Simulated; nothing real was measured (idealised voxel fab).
The process module that follows is named voxel transistor to metal.
For reference, the cross-section in this document is cut, with width 180 nm and square cells of 5 nm.
Cross-sections here: square-cell grids, written as top-down lists of bands, a band being one or more rows of cells.
What a band's entry tells you: where the top is and where the bottom is, as heights in nm, and after that what lies inside, material by material from left to right, each with its width in nm. Empty space is written as the word "air", and a single material marked with the word "full width" occupies the band from edge to edge.
Height 0 is the level under which the wafer as received is all one material. The lowest band goes on downwards, as in "0 nm and below".
Note: "30 to 40" means the width goes from the first number (top row of the band) to the second number (bottom row) in equal steps per row of cells.
Reading "no modifications" for a step: not a cell of the cross-section changed in it.
"Sealed-off cavities" enumerates empty spaces isolated from the top, with no open way to it, that contain at least 8 cells, giving each as width x height at distance from the left edge, all three in nm.
The remark found on a step's line after its settings is issued by the simulator itself and pertains to that step.
Steps that use a mask can have "overlay nm" on their line. It says how far the mask sat to the right of where it was meant to be. Negative means to the left.

So here's the lineup of process steps we planned
step 1: RECEIVE | material Si
step 2: CONFORMAL_DEP | material SiO2 | thk nm 5
step 3: CONFORMAL_DEP | material SiN | thk nm 10
step 4: DIRECTIONAL_DEP | material aC | thk nm 10
step 5: PATTERN | tone cover | mask id ACTIVE | material resist | width nm 110 | thk nm 30 | overlay nm 0
step 6: DIRECTIONAL_ETCH | etch materials aC | depth nm 10
step 7: STRIP | etch materials resist
step 8: DIRECTIONAL_ETCH | etch materials SiN | depth nm 10
step 9: DIRECTIONAL_ETCH | etch materials SiO2 | depth nm 5
step 10: DIRECTIONAL_ETCH | etch materials Si | depth nm 30
step 11: STRIP | etch materials aC
step 12: FILL_DEP | material SiO2 | thk nm 10
step 13: CMP | height nm 15
step 14: SELECTIVE_ETCH | etch materials SiO2 | depth nm 5
step 15: STRIP | etch materials SiN
step 16: SELECTIVE_ETCH | etch materials SiO2 | depth nm 5
step 17: OXIDIZE | depth nm 5
step 18: DIRECTIONAL_DEP | material polySi | thk nm 25
step 19: DIRECTIONAL_DEP | material SiCN | thk nm 15
step 20: PATTERN | tone cover | mask id GATE | material resist | width nm 30 | thk nm 20 | overlay nm 0
step 21: DIRECTIONAL_ETCH | etch materials SiCN | depth nm 25
step 22: DIRECTIONAL_ETCH | etch materials polySi | depth nm 35
step 23: STRIP | etch materials resist
step 24: CONFORMAL_DEP | material SiN | thk nm 5
step 25: DIRECTIONAL_ETCH | etch materials SiN | depth nm 5
step 26: DIRECTIONAL_ETCH | etch materials SiO2 | depth nm 5
step 27: DIRECTIONAL_ETCH | etch materials Si | depth nm 10
step 28: EPI | material SiGe | thk nm 10
step 29: FILL_DEP | material SiO2 | thk nm 10
step 30: CMP | height nm 25
step 31: STRIP | etch materials polySi
step 32: SELECTIVE_ETCH | etch materials SiO2 | depth nm 5
step 33: CONFORMAL_DEP | material HfO2 | thk nm 5
step 34: CONFORMAL_DEP | material TiN | thk nm 5
step 35: FILL_DEP | material W | thk nm 10
step 36: CMP | height nm 20
step 37: DIRECTIONAL_DEP | material SiO2 | thk nm 10
step 38: DIRECTIONAL_DEP | material aC | thk nm 10
step 39: PATTERN | tone open | mask id CONTACT | material resist | width nm 15 | pitch nm 75 | thk nm 25 | overlay nm 0
step 40: DIRECTIONAL_ETCH | etch materials aC | depth nm 10
step 41: STRIP | etch materials resist
step 42: DIRECTIONAL_ETCH | etch materials SiO2 | depth nm 35
step 43: STRIP | etch materials aC
step 44: CONFORMAL_DEP | material TiN | thk nm 5
step 45: FILL_DEP | material W | thk nm 5
step 46: CMP | height nm 30
step 47: DIRECTIONAL_DEP | material TiN | thk nm 5
step 48: DIRECTIONAL_DEP | material Ru | thk nm 20
step 49: DIRECTIONAL_DEP | material aC | thk nm 15
step 50: PATTERN | tone cover | mask id METAL_1 | material resist | width nm 15 | pitch nm 75 | thk nm 35 | overlay nm 0
step 51: DIRECTIONAL_ETCH | etch materials aC | depth nm 15
step 52: STRIP | etch materials resist
step 53: DIRECTIONAL_ETCH | etch materials Ru | depth nm 20
step 54: DIRECTIONAL_ETCH | etch materials TiN | depth nm 5
step 55: STRIP | etch materials aC
step 56: CONFORMAL_DEP | material SiN | thk nm 5
step 57: FILL_DEP | material lowk | thk nm 10
step 58: CMP | height nm 55
step 59: CONFORMAL_DEP | material SiCN | thk nm 5

Shown in cross-section is the wafer as received, that is, as it stands after step 1
	0 nm and below | Si full width
	Sealed-off cavities: none

Cross-section, end of module. Start: as above. Plan: as above. Execution: one mistake
	60 nm to 55 nm | SiCN full width
	55 nm to 35 nm | lowk=40  SiN=5  Ru=15  SiN=5  lowk=50  SiN=5  Ru=15  SiN=5  lowk=40
	35 nm to 30 nm | SiN=45  TiN=15  SiN=60  TiN=15  SiN=45
	30 nm to 20 nm | SiO2=45  TiN=5  W=5  TiN=5  SiO2=60  TiN=5  W=5  TiN=5  SiO2=45
	20 nm to 5 nm | SiO2=45  TiN=5  W=5  TiN=5  SiO2=10  SiN=5  HfO2=5  TiN=5  W=10  TiN=5  HfO2=5  SiN=5  SiO2=10  TiN=5  W=5  TiN=5  SiO2=45
	5 nm to 0 nm | SiO2=30  SiN=5  SiO2=10  TiN=5  W=5  TiN=5  SiGe=10  SiN=5  HfO2=5  TiN=20  HfO2=5  SiN=5  SiGe=10  TiN=5  W=5  TiN=5  SiO2=10  SiN=5  SiO2=30
	0 nm to -5 nm | SiO2=45  TiN=15  SiGe=10  HfO2=40  SiGe=10  TiN=15  SiO2=45
	-5 nm to -15 nm | SiO2=35  SiGe=35  Si=40  SiGe=35  SiO2=35
	-15 nm to -60 nm | SiO2=35  Si=110  SiO2=35
	-60 nm and below | Si full width
	Sealed-off cavities: none
what went wrong: step 10 of the plan was carried out twice
